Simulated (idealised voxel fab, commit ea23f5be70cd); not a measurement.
process module | voxel gate over fins
cross-section cut | 210 nm wide | cells 5 nm
A cross-section is a grid of square cells, given in bands from the top down. A band is one or more rows of cells.
Each band's line starts with the height of the band's top and of its bottom, in nm. Then come its materials from left to right, each with its width in nm. One material with "throughout" fills the band from edge to edge. "air" is empty space.
Height 0 is the level under which the wafer as received is all one material. The lowest band goes on downwards, as in "0 down".
A width such as "30 to 40" changes by the same amount from each row of cells to the next, from the band's top row to its bottom row.
"no change" after a step means that no cell of the cross-section changed.
closed voids: empty space of 8 cells or more with no open way to the top, each as width x height at its distance from the left edge, in nm
after a step's settings: what the simulator itself notes on the step
overlay nm, on a step with a mask: how far to the right of its planned place the mask lay; to the left if negative
plan
1 op RECEIVE | material Si
2 op CONFORMAL_DEP | material SiN | thk nm 10
3 op DIRECTIONAL_DEP | material aC | thk nm 10
4 op PATTERN | tone cover | mask id FINS | material resist | width nm 15 | pitch nm 55 | thk nm 30 | overlay nm 0
5 op DIRECTIONAL_ETCH | etch materials aC | depth nm 10
6 op STRIP | etch materials resist
7 op DIRECTIONAL_ETCH | etch materials SiN | depth nm 10
8 op DIRECTIONAL_ETCH | etch materials Si | depth nm 35
9 op STRIP | etch materials aC
10 op FILL_DEP | material SiO2 | thk nm 15
11 op CMP | height nm 10
12 op DIRECTIONAL_DEP | material aC | thk nm 10
13 op PATTERN | tone open | mask id RAIL | material resist | width nm 15 | thk nm 25 | overlay nm -15
14 op DIRECTIONAL_ETCH | etch materials aC | depth nm 10
15 op STRIP | etch materials resist
16 op DIRECTIONAL_ETCH | etch materials SiO2 | depth nm 40
17 op STRIP | etch materials aC
18 op CONFORMAL_DEP | material TiN | thk nm 5
19 op FILL_DEP | material W | thk nm 10
20 op CMP | height nm 10
21 op SELECTIVE_ETCH | etch materials W Ru TiN | depth nm 30
22 op FILL_DEP | material SiO2 | thk nm 5
23 op CMP | height nm 10
24 op SELECTIVE_ETCH | etch materials SiO2 | depth nm 20
25 op STRIP | etch materials SiN
26 op CONFORMAL_DEP | material HfO2 | thk nm 5
27 op CONFORMAL_DEP | material TiN | thk nm 5
28 op CONFORMAL_DEP | material TiAl | thk nm 5
29 op CONFORMAL_DEP | material TiN | thk nm 5
30 op FILL_DEP | material W | thk nm 15
31 op CMP | height nm 30
32 op CONFORMAL_DEP | material SiCN | thk nm 10
varied across the wafers: overlay nm of step 13. The plan shows the first wafer's value. All wafers start alike
first wafer as received, after step 1
  0 down: Si throughout
  closed voids: none
first wafer at the end, after step 32
  40 to 30: SiCN throughout
  30 to 20: W throughout
  20 to 15: W 20 | TiN 165 | W 25
  15 to 10: W 20 | TiN 5 | TiAl 45 | TiN 10 | TiAl 45 | TiN 10 | TiAl 45 | TiN 5 | W 25
  10 to 5: TiN 25 | TiAl 5 | TiN 35 | TiAl 5 | TiN 10 | TiAl 5 | TiN 35 | TiAl 5 | TiN 10 | TiAl 5 | TiN 35 | TiAl 5 | TiN 30
  5 to 0: TiAl 30 | TiN 5 | HfO2 25 | TiN 5 | TiAl 20 | TiN 5 | HfO2 25 | TiN 5 | TiAl 20 | TiN 5 | HfO2 25 | TiN 5 | TiAl 35
  0 to -5: TiN 35 | HfO2 5 | Si 15 | HfO2 5 | TiN 30 | HfO2 5 | Si 15 | HfO2 5 | TiN 30 | HfO2 5 | Si 15 | HfO2 5 | TiN 40
  -5 to -10: HfO2 40 | Si 15 | HfO2 40 | Si 15 | HfO2 40 | Si 15 | HfO2 45
  -10 to -20: SiO2 40 | Si 15 | SiO2 40 | Si 15 | SiO2 40 | Si 15 | SiO2 45
  -20 to -30: SiO2 40 | Si 15 | TiN 10 | SiO2 30 | Si 15 | SiO2 40 | Si 15 | SiO2 45
  -30 to -35: SiO2 40 | Si 15 | SiO2 40 | Si 15 | SiO2 40 | Si 15 | SiO2 45
  -35 down: Si throughout
  closed voids: none
last wafer at the end
  40 to 30: SiCN throughout
  30 to 20: W throughout
  20 to 15: W 20 | TiN 165 | W 25
  15 to 10: W 20 | TiN 5 | TiAl 45 | TiN 10 | TiAl 45 | TiN 10 | TiAl 45 | TiN 5 | W 25
  10 to 5: TiN 25 | TiAl 5 | TiN 35 | TiAl 5 | TiN 10 | TiAl 5 | TiN 35 | TiAl 5 | TiN 10 | TiAl 5 | TiN 35 | TiAl 5 | TiN 30
  5 to 0: TiAl 30 | TiN 5 | HfO2 25 | TiN 5 | TiAl 20 | TiN 5 | HfO2 25 | TiN 5 | TiAl 20 | TiN 5 | HfO2 25 | TiN 5 | TiAl 35
  0 to -5: TiN 35 | HfO2 5 | Si 15 | HfO2 5 | TiN 30 | HfO2 5 | Si 15 | HfO2 5 | TiN 30 | HfO2 5 | Si 15 | HfO2 5 | TiN 40
  -5 to -10: HfO2 40 | Si 15 | HfO2 40 | Si 15 | HfO2 40 | Si 15 | HfO2 45
  -10 to -20: SiO2 40 | Si 15 | SiO2 40 | Si 15 | SiO2 40 | Si 15 | SiO2 45
  -20 to -25: SiO2 40 | Si 15 | SiO2 25 | TiN 5 | W 5 | TiN 5 | Si 15 | SiO2 40 | Si 15 | SiO2 45
  -25 to -30: SiO2 40 | Si 15 | SiO2 25 | TiN 15 | Si 15 | SiO2 40 | Si 15 | SiO2 45
  -30 to -35: SiO2 40 | Si 15 | SiO2 40 | Si 15 | SiO2 40 | Si 15 | SiO2 45
  -35 down: Si throughout
  closed voids: none
each wafer at the end: cells of each material gained (+) or lost (-) since it was received, then its closed voids
overlay nm -15 | +54 HfO2 | -231 Si | +84 SiCN | +161 SiO2 | +54 TiAl | +112 TiN | +102 W | closed voids: none
overlay nm -10 | +54 HfO2 | -231 Si | +84 SiCN | +159 SiO2 | +54 TiAl | +113 TiN | +103 W | closed voids: none
overlay nm -5 | +54 HfO2 | -231 Si | +84 SiCN | +159 SiO2 | +54 TiAl | +113 TiN | +103 W | closed voids: none
overlay nm 0 | +54 HfO2 | -231 Si | +84 SiCN | +159 SiO2 | +54 TiAl | +113 TiN | +103 W | closed voids: none
overlay nm 5 | +54 HfO2 | -231 Si | +84 SiCN | +159 SiO2 | +54 TiAl | +113 TiN | +103 W | closed voids: none
overlay nm 10 | +54 HfO2 | -231 Si | +84 SiCN | +159 SiO2 | +54 TiAl | +113 TiN | +103 W | closed voids: none
overlay nm 15 | +54 HfO2 | -231 Si | +84 SiCN | +159 SiO2 | +54 TiAl | +113 TiN | +103 W | closed voids: none
